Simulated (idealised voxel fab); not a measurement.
Process module in this document: voxel transistor to metal
The figure presents cross-section cut, which has a width of 190 nm and is divided into square cells with an edge length of 5 nm.
Notation: cross-section as square-cell grid; stated in bands, top first, going down; one or more cell rows per band.
A band entry consists of two parts. The first gives the height of the band's top and the height of its bottom, in nm. The rest lists the band's materials from left to right, each with its width in nm. A single material labelled with the word "everywhere" fills the band from edge to edge, and the word "air" marks empty space.
Counting heights begins at 0, where everything beneath is, in the wafer as received, one material. The lowest band has no bottom; it goes on downwards, as "from 0 down" shows.
Quick explanation for "30->40": the width changes in equal steps down the rows of cells, from the first number in the band's top row to the second number in its bottom row.
You'll sometimes find "no modification" written for a step, and that's the way of saying that nowhere in the cross-section did a cell change during that step.
Each empty space that has no open way to the top and spans at least 8 cells appears under "Closed void register" as width x height at distance, the distance counted from the left edge, all in nm.
Step line, after settings: the simulator's comment on this step.
A step's line can hold "overlay nm"; with a mask on that step, the setting says how far right of the planned place the mask lay, while a negative setting says it lay to the left.

Here's what the planned process steps look like
1,RECEIVE: material Si
2,OXIDIZE: depth nm 5
3,CONFORMAL_DEP: material SiN, thk nm 15
4,PATTERN: tone cover, mask id ACTIVE, material resist, width nm 105, thk nm 20, overlay nm 0
5,DIRECTIONAL_ETCH: etch materials SiN, depth nm 15
6,DIRECTIONAL_ETCH: etch materials SiO2, depth nm 5
7,DIRECTIONAL_ETCH: etch materials Si, depth nm 30
8,STRIP: etch materials resist
9,FILL_DEP: material SiO2, thk nm 10
10,CMP: height nm 15
11,SELECTIVE_ETCH: etch materials SiO2, depth nm 5
12,STRIP: etch materials SiN
13,SELECTIVE_ETCH: etch materials SiO2, depth nm 5
14,OXIDIZE: depth nm 5
15,DIRECTIONAL_DEP: material polySi, thk nm 30
16,DIRECTIONAL_DEP: material SiCN, thk nm 15
17,DIRECTIONAL_DEP: material aC, thk nm 10
18,PATTERN: tone cover, mask id GATE, material resist, width nm 35, thk nm 25, overlay nm 0
19,DIRECTIONAL_ETCH: etch materials aC, depth nm 10
20,STRIP: etch materials resist
21,DIRECTIONAL_ETCH: etch materials SiCN, depth nm 25
22,DIRECTIONAL_ETCH: etch materials polySi, depth nm 40
23,STRIP: etch materials aC
24,CONFORMAL_DEP: material SiO2, thk nm 5
25,DIRECTIONAL_ETCH: etch materials SiO2, depth nm 5
26,CONFORMAL_DEP: material SiN, thk nm 10
27,DIRECTIONAL_ETCH: etch materials SiN, depth nm 10
28,DIRECTIONAL_ETCH: etch materials SiO2, depth nm 5
29,DIRECTIONAL_ETCH: etch materials Si, depth nm 10
30,EPI: material pSi, thk nm 15
31,FILL_DEP: material SiO2, thk nm 10
32,CMP: height nm 25
33,STRIP: etch materials polySi
34,SELECTIVE_ETCH: etch materials SiO2, depth nm 5
35,CONFORMAL_DEP: material HfO2, thk nm 5
36,CONFORMAL_DEP: material TiN, thk nm 5
37,FILL_DEP: material W, thk nm 10
38,CMP: height nm 20
39,DIRECTIONAL_DEP: material SiO2, thk nm 10
40,MASKED_ETCH: tone open, mask id CONTACT, width nm 15, pitch nm 80, etch materials SiO2, depth nm 25, overlay nm 0
41,CONFORMAL_DEP: material TiN, thk nm 5
42,FILL_DEP: material Ru, thk nm 5
43,CMP: height nm 30
44,DIRECTIONAL_DEP: material TiN, thk nm 5
45,DIRECTIONAL_DEP: material W, thk nm 15
46,DIRECTIONAL_DEP: material aC, thk nm 10
47,PATTERN: tone cover, mask id METAL_1, material resist, width nm 15, pitch nm 80, thk nm 25, overlay nm 0
48,DIRECTIONAL_ETCH: etch materials aC, depth nm 10
49,STRIP: etch materials resist
50,DIRECTIONAL_ETCH: etch materials W, depth nm 15
51,DIRECTIONAL_ETCH: etch materials TiN, depth nm 5
52,STRIP: etch materials aC
53,FILL_DEP: material lowk, thk nm 5
54,CMP: height nm 50
55,CONFORMAL_DEP: material SiCN, thk nm 5

Step 1 complete: cross-section of the wafer as received
- from 0 down  Si everywhere
- Closed void register: none

Run as planned - first of the two wafers cross-sectioned at the end of the module
- from 55 to 50  SiCN everywhere
- from 50 to 35  45 lowk | 15 W | 65 lowk | 15 W | 50 lowk
- from 35 to 30  45 lowk | 15 TiN | 65 lowk | 15 TiN | 50 lowk
- from 30 to 20  45 SiO2 | 5 TiN | 5 Ru | 5 TiN | 65 SiO2 | 5 TiN | 5 Ru | 5 TiN | 50 SiO2
- from 20 to 10  45 SiO2 | 5 TiN | 5 Ru | 5 TiN | 10 SiN | 5 HfO2 | 5 TiN | 25 W | 5 TiN | 5 HfO2 | 10 SiN | 5 TiN | 5 Ru | 5 TiN | 50 SiO2
- from 10 to 5  45 SiO2 | 15 TiN | 10 SiN | 5 HfO2 | 5 TiN | 25 W | 5 TiN | 5 HfO2 | 10 SiN | 15 TiN | 50 SiO2
- from 5 to 0  40 SiO2 | 10 SiN | 10 pSi | 10 SiN | 5 HfO2 | 5 TiN | 25 W | 5 TiN | 5 HfO2 | 10 SiN | 10 pSi | 10 SiN | 45 SiO2
- from 0 to -5  40 SiO2 | 10 SiN | 10 pSi | 10 SiN | 5 HfO2 | 35 TiN | 5 HfO2 | 10 SiN | 10 pSi | 10 SiN | 45 SiO2
- from -5 to -10  50 SiO2 | 10 pSi | 10 SiO2 | 45 HfO2 | 10 SiO2 | 10 pSi | 55 SiO2
- from -10 to -20  40 SiO2 | 10 Si | 10 pSi | 65 Si | 10 pSi | 10 Si | 45 SiO2
- from -20 to -35  40 SiO2 | 105 Si | 45 SiO2
- from -35 down  Si everywhere
- Closed void register: none

Cross-sectional view: second of two wafers, end of module; start and plan identical to the first, one mistake in running
- from 55 to 50  SiCN everywhere
- from 50 to 35  45 TiN | 15 W | 65 TiN | 15 W | 50 TiN
- from 35 to 30  TiN everywhere
- from 30 to 20  45 SiO2 | 5 TiN | 5 Ru | 5 TiN | 65 SiO2 | 5 TiN | 5 Ru | 5 TiN | 50 SiO2
- from 20 to 10  45 SiO2 | 5 TiN | 5 Ru | 5 TiN | 10 SiN | 5 HfO2 | 5 TiN | 25 W | 5 TiN | 5 HfO2 | 10 SiN | 5 TiN | 5 Ru | 5 TiN | 50 SiO2
- from 10 to 5  45 SiO2 | 15 TiN | 10 SiN | 5 HfO2 | 5 TiN | 25 W | 5 TiN | 5 HfO2 | 10 SiN | 15 TiN | 50 SiO2
- from 5 to 0  40 SiO2 | 10 SiN | 10 pSi | 10 SiN | 5 HfO2 | 5 TiN | 25 W | 5 TiN | 5 HfO2 | 10 SiN | 10 pSi | 10 SiN | 45 SiO2
- from 0 to -5  40 SiO2 | 10 SiN | 10 pSi | 10 SiN | 5 HfO2 | 35 TiN | 5 HfO2 | 10 SiN | 10 pSi | 10 SiN | 45 SiO2
- from -5 to -10  50 SiO2 | 10 pSi | 10 SiO2 | 45 HfO2 | 10 SiO2 | 10 pSi | 55 SiO2
- from -10 to -20  40 SiO2 | 10 Si | 10 pSi | 65 Si | 10 pSi | 10 Si | 45 SiO2
- from -20 to -35  40 SiO2 | 105 Si | 45 SiO2
- from -35 down  Si everywhere
- Closed void register: none
Deviation noted in wafer processing: step 53 was run on a setting that differed from the plan, and what really ran there is FILL_DEP: material TiN, thk nm 5
at the end the second wafer has, in cells: TiN +128, lowk -128
